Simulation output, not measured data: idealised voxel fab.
The following is a process module called voxel capacitor over wiring.
The cross-section shown here is cut; it is 170 nm wide and divided into square cells measuring 5 nm on a side.
This document writes a cross-section as a grid whose cells are square, and gives it as bands, listed from the top down; one or more rows of cells form a band. Heights first: top, then bottom, in nm. Then materials, left to right, each with a width in nm. "edge to edge" on a single material: fills the band edge to edge. "empty": empty space. Heights are expressed relative to 0, this being the level below which the as-received wafer comprises one material exclusively. The lowest band is unbounded in the downward direction and is denoted as in "z 0 and below". The two numbers in a width such as "30 to 40" mark its ends across the band: the first belongs to the top row of cells, the second to the bottom row, and from each row to the next the width moves by the same amount. A step reported as "identical to before" is a step in which no cell of the cross-section changed. The label "Sealed voids" introduces a list of the empty spaces, 8 cells or larger, that have no open way up to the top; each entry in it reads width x height at distance, where the distance is taken from the left edge and all three are stated in nm. Read whatever lies past the settings on a step's line as the simulator's own remark about the step. For masked steps, "overlay nm" on the step line gives how far right of plan the mask actually lay; a minus sign means it lay to the left.

[Here's what the planned process steps look like]
1: RECEIVE | material Si
2: CONFORMAL_DEP | material SiO2 | thk nm 10
3: CONFORMAL_DEP | material SiN | thk nm 5
4: DIRECTIONAL_DEP | material lowk | thk nm 20
5: PATTERN | tone open | mask id METAL_1 | material resist | width nm 25 | pitch nm 90 | thk nm 20 | overlay nm 0
6: DIRECTIONAL_ETCH | etch materials lowk | depth nm 20
7: DIRECTIONAL_ETCH | etch materials SiN | depth nm 5
8: STRIP | etch materials resist
9: CONFORMAL_DEP | material TiN | thk nm 5
10: FILL_DEP | material Ru | thk nm 5
11: CMP | height nm 35
12: CONFORMAL_DEP | material SiCN | thk nm 5
13: DIRECTIONAL_DEP | material lowk | thk nm 20
14: MASKED_ETCH | tone open | mask id PLUG_1 | width nm 15 | etch materials lowk | depth nm 20 | overlay nm 0
15: MASKED_ETCH | tone open | mask id PLUG_1 | width nm 15 | etch materials SiCN | depth nm 5 | overlay nm 0
16: CONFORMAL_DEP | material TiN | thk nm 5
17: FILL_DEP | material Ru | thk nm 5
18: CMP | height nm 60
19: DIRECTIONAL_DEP | material TiN | thk nm 5
20: DIRECTIONAL_DEP | material SiN | thk nm 5
21: DIRECTIONAL_DEP | material TiN | thk nm 10
22: MASKED_ETCH | tone cover | mask id UPPER_PLATE | width nm 70 | etch materials TiN | depth nm 10 | overlay nm 0
23: MASKED_ETCH | tone cover | mask id UPPER_PLATE | width nm 70 | etch materials SiN | depth nm 5 | overlay nm 0
24: MASKED_ETCH | tone cover | mask id LOWER_PLATE | width nm 80 | etch materials TiN | depth nm 5 | overlay nm 0
25: FILL_DEP | material SiO2 | thk nm 20
26: CMP | height nm 95
27: PATTERN | tone open | mask id PLUG_2 | material resist | width nm 15 | thk nm 15 | overlay nm 0
28: DIRECTIONAL_ETCH | etch materials SiO2 | depth nm 15
29: STRIP | etch materials resist
30: CONFORMAL_DEP | material TiN | thk nm 5
31: FILL_DEP | material Ru | thk nm 5
32: CMP | height nm 95
33: CONFORMAL_DEP | material SiCN | thk nm 5
Every wafer here starts from the same state; it is the step 12 thk nm that distinguishes them, and the value the plan gives belongs to the first wafer.

[Received wafers, first of several: cross-section after step 1]
  z 0 and below | Si edge to edge
  Sealed voids: none

[First of several wafers in cross-section at module end, following the final step, step 33]
  z 100 to 95 | SiCN edge to edge
  z 95 to 85 | SiO2 (45) / TiN (5) / Ru (5) / TiN (5) / SiO2 (110)
  z 85 to 80 | SiO2 (45) / TiN (15) / SiO2 (110)
  z 80 to 70 | SiO2 (35) / TiN (70) / SiO2 (65)
  z 70 to 65 | SiO2 (35) / SiN (70) / SiO2 (65)
  z 65 to 60 | SiO2 (30) / TiN (80) / SiO2 (60)
  z 60 to 40 | lowk (35) / TiN (5) / Ru (5) / TiN (5) / lowk (120)
  z 40 to 35 | SiCN (35) / TiN (15) / SiCN (120)
  z 35 to 15 | lowk (25) / TiN (5) / Ru (15) / TiN (5) / lowk (65) / TiN (5) / Ru (15) / TiN (5) / lowk (30)
  z 15 to 10 | SiN (25) / TiN (25) / SiN (65) / TiN (25) / SiN (30)
  z 10 to 0 | SiO2 edge to edge
  z 0 and below | Si edge to edge
  Sealed voids: none

[Final wafer of several, shown in cross-section at the end of the module]
  z 100 to 95 | SiCN edge to edge
  z 95 to 85 | SiO2 (45) / TiN (5) / Ru (5) / TiN (5) / SiO2 (110)
  z 85 to 80 | SiO2 (45) / TiN (15) / SiO2 (110)
  z 80 to 70 | SiO2 (35) / TiN (70) / SiO2 (65)
  z 70 to 65 | SiO2 (35) / SiN (70) / SiO2 (65)
  z 65 to 60 | SiO2 (30) / TiN (80) / SiO2 (60)
  z 60 to 55 | lowk (35) / TiN (5) / Ru (5) / TiN (5) / lowk (120)
  z 55 to 50 | SiCN (35) / TiN (15) / SiCN (120)
  z 50 to 35 | SiCN edge to edge
  z 35 to 15 | lowk (25) / TiN (5) / Ru (15) / TiN (5) / lowk (65) / TiN (5) / Ru (15) / TiN (5) / lowk (30)
  z 15 to 10 | SiN (25) / TiN (25) / SiN (65) / TiN (25) / SiN (30)
  z 10 to 0 | SiO2 edge to edge
  z 0 and below | Si edge to edge
  Sealed voids: none

[What follows is a table in which each wafer occupies a row; for the wafer as it stands at the close of the module, the row states, material by material, how many cells have been gained (+) or lost (-) since receipt, and then gives its closed voids]
thk nm 5 | +30 Ru | +65 SiCN | +38 SiN | +239 SiO2 | +88 TiN | +220 lowk | Sealed voids: none
thk nm 10 | +29 Ru | +99 SiCN | +38 SiN | +239 SiO2 | +86 TiN | +189 lowk | Sealed voids: none
thk nm 15 | +28 Ru | +133 SiCN | +38 SiN | +239 SiO2 | +84 TiN | +158 lowk | Sealed voids: none
thk nm 20 | +27 Ru | +167 SiCN | +38 SiN | +239 SiO2 | +82 TiN | +127 lowk | Sealed voids: none
